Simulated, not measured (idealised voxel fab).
The name of this process module is voxel fin reveal.
The figure presents cross-section cut, which has a width of 250 nm and is divided into square cells with an edge length of 5 nm.
How to read a cross-section here: the picture is a grid of square cells, written as bands going from the top down, and any band can span one or more rows of cells. What a band's entry tells you: where the top is and where the bottom is, as heights in nm, and after that what lies inside, material by material from left to right, each with its width in nm. Empty space is written as the word "air", and a single material marked with the word "all across" occupies the band from edge to edge. Counting heights begins at 0, where everything beneath is, in the wafer as received, one material. The lowest band has no bottom; it goes on downwards, as "z 0 and below" shows. Quick explanation for "30..40": the width changes in equal steps down the rows of cells, from the first number in the band's top row to the second number in its bottom row. For the purposes of this document, the phrase "nothing changed" attached to a step denotes that no cell within the cross-section was modified by that step. Look at "Closed void inventory" for the closed voids: empty spaces with no open path to the top, sized 8 cells or up. Each is width x height at distance, distance from the left edge, all nm. Past the settings on a step's line: simulator remark, on that step. Regarding "overlay nm": on a step with a mask, it is the distance the mask lay to the right of its planned place; a negative value places it to the left.
**The planned process steps are enumerated hereunder**
- 1: RECEIVE, material Si
- 2: CONFORMAL_DEP, material SiN, thk nm 10
- 3: DIRECTIONAL_DEP, material aC, thk nm 15
- 4: PATTERN, tone cover, mask id FINS, material resist, width nm 15, pitch nm 40, thk nm 35, overlay nm 0
- 5: DIRECTIONAL_ETCH, etch materials aC, depth nm 15
- 6: STRIP, etch materials resist
- 7: DIRECTIONAL_ETCH, etch materials SiN, depth nm 10
- 8: DIRECTIONAL_ETCH, etch materials Si, depth nm 30
- 9: STRIP, etch materials aC
- 10: OXIDIZE, depth nm 5
- 11: FILL_DEP, material SiO2, thk nm 5
- 12: CMP, height nm 10
- 13: SELECTIVE_ETCH, etch materials SiO2, depth nm 30
- 14: STRIP, etch materials SiN
- 15: CONFORMAL_DEP, material SiO2, thk nm 5
**The first of the two wafers, which ran as planned**
**The cross-section here shows the wafer as received, i.e. in its state after step 1**
- z 0 and below  Si all across
- Closed void inventory: none
**So this is the wafer cross-section right after step 2**
- z 10 to 0  SiN all across
- All layers under 0 are left as they were.
**So this is the wafer cross-section right after step 3**
- z 25 to 10  aC all across
- All layers under 10 are left as they were.
**So this is the wafer cross-section right after step 4**
- z 60 to 25  air (75), resist (15), air (25), resist (15), air (25), resist (15), air (80)
- All layers under 25 are left as they were.
**So this is the wafer cross-section right after step 5**
- z 45 to 25  air (75), resist (15), air (25), resist (15), air (25), resist (15), air (80)
- z 25 to 10  air (75), aC (15), air (25), aC (15), air (25), aC (15), air (80)
- All layers under 10 are left as they were.
**So this is the wafer cross-section right after step 6**
- z 25 to 10  air (75), aC (15), air (25), aC (15), air (25), aC (15), air (80)
- All layers under 10 are left as they were.
**So this is the wafer cross-section right after step 7**
- z 25 to 10  air (75), aC (15), air (25), aC (15), air (25), aC (15), air (80)
- z 10 to 0  air (75), SiN (15), air (25), SiN (15), air (25), SiN (15), air (80)
- All layers under 0 are left as they were.
**So this is the wafer cross-section right after step 8**
- z 25 to 10  air (75), aC (15), air (25), aC (15), air (25), aC (15), air (80)
- z 10 to 0  air (75), SiN (15), air (25), SiN (15), air (25), SiN (15), air (80)
- z 0 to -30  air (75), Si (15), air (25), Si (15), air (25), Si (15), air (80)
- All layers under -30 are left as they were.
**So this is the wafer cross-section right after step 9**
- z 10 to 0  air (75), SiN (15), air (25), SiN (15), air (25), SiN (15), air (80)
- All layers under 0 are left as they were.
**So this is the wafer cross-section right after step 10**
- z 10 to 0  air (75), SiN (15), air (25), SiN (15), air (25), SiN (15), air (80)
- z 0 to -30  air (75), SiO2 (5), Si (5), SiO2 (5), air (25), SiO2 (5), Si (5), SiO2 (5), air (25), SiO2 (5), Si (5), SiO2 (5), air (80)
- z -30 to -35  SiO2 (80), Si (5), SiO2 (35), Si (5), SiO2 (35), Si (5), SiO2 (85)
- All layers under -35 are left as they were.
**So this is the wafer cross-section right after step 11**
- z 15 to 10  SiO2 all across
- z 10 to 0  SiO2 (75), SiN (15), SiO2 (25), SiN (15), SiO2 (25), SiN (15), SiO2 (80)
- z 0 to -35  SiO2 (80), Si (5), SiO2 (35), Si (5), SiO2 (35), Si (5), SiO2 (85)
- All layers under -35 are left as they were.
**So this is the wafer cross-section right after step 12**
- z 10 to 0  SiO2 (75), SiN (15), SiO2 (25), SiN (15), SiO2 (25), SiN (15), SiO2 (80)
- All layers under 0 are left as they were.
**So this is the wafer cross-section right after step 13**
- z 10 to 0  air (75), SiN (15), air (25), SiN (15), air (25), SiN (15), air (80)
- z 0 to -20  air (80), Si (5), air (35), Si (5), air (35), Si (5), air (85)
- All layers under -20 are left as they were.
**So this is the wafer cross-section right after step 14**
- z 0 to -20  air (80), Si (5), air (35), Si (5), air (35), Si (5), air (85)
- All layers under -20 are left as they were.
**So this is the wafer cross-section right after step 15**
- z 5 to 0  air (75), SiO2 (15), air (25), SiO2 (15), air (25), SiO2 (15), air (80)
- z 0 to -15  air (75), SiO2 (5), Si (5), SiO2 (5), air (25), SiO2 (5), Si (5), SiO2 (5), air (25), SiO2 (5), Si (5), SiO2 (5), air (80)
- z -15 to -35  SiO2 (80), Si (5), SiO2 (35), Si (5), SiO2 (35), Si (5), SiO2 (85)
- All layers under -35 are left as they were.
**Second wafer - shared start and plan with the first - one error in running - same as the first up to step 12 inclusive**
**Second wafer: cross-section at the scheduled end of step 13**
- z 10 to 0  air (75), SiN (15), air (25), SiN (15), air (25), SiN (15), air (80)
- z 0 to -10  air (80), Si (5), air (35), Si (5), air (35), Si (5), air (85)
- All layers under -10 are left as they were.
**Second wafer: cross-section at the scheduled end of step 14**
- z 0 to -10  air (80), Si (5), air (35), Si (5), air (35), Si (5), air (85)
- All layers under -10 are left as they were.
**Second wafer: cross-section at the scheduled end of step 15**
- z 5 to 0  air (75), SiO2 (15), air (25), SiO2 (15), air (25), SiO2 (15), air (80)
- z 0 to -5  air (75), SiO2 (5), Si (5), SiO2 (5), air (25), SiO2 (5), Si (5), SiO2 (5), air (25), SiO2 (5), Si (5), SiO2 (5), air (80)
- z -5 to -35  SiO2 (80), Si (5), SiO2 (35), Si (5), SiO2 (35), Si (5), SiO2 (85)
- All layers under -35 are left as they were.
So what did we get wrong on this run? for step 13, the planned setting was not used; the step was instead run as SELECTIVE_ETCH, etch materials SiO2, depth nm 20
Wafer comparison, final, in cells, second relative to first, materials more or fewer: 82 more of SiO2
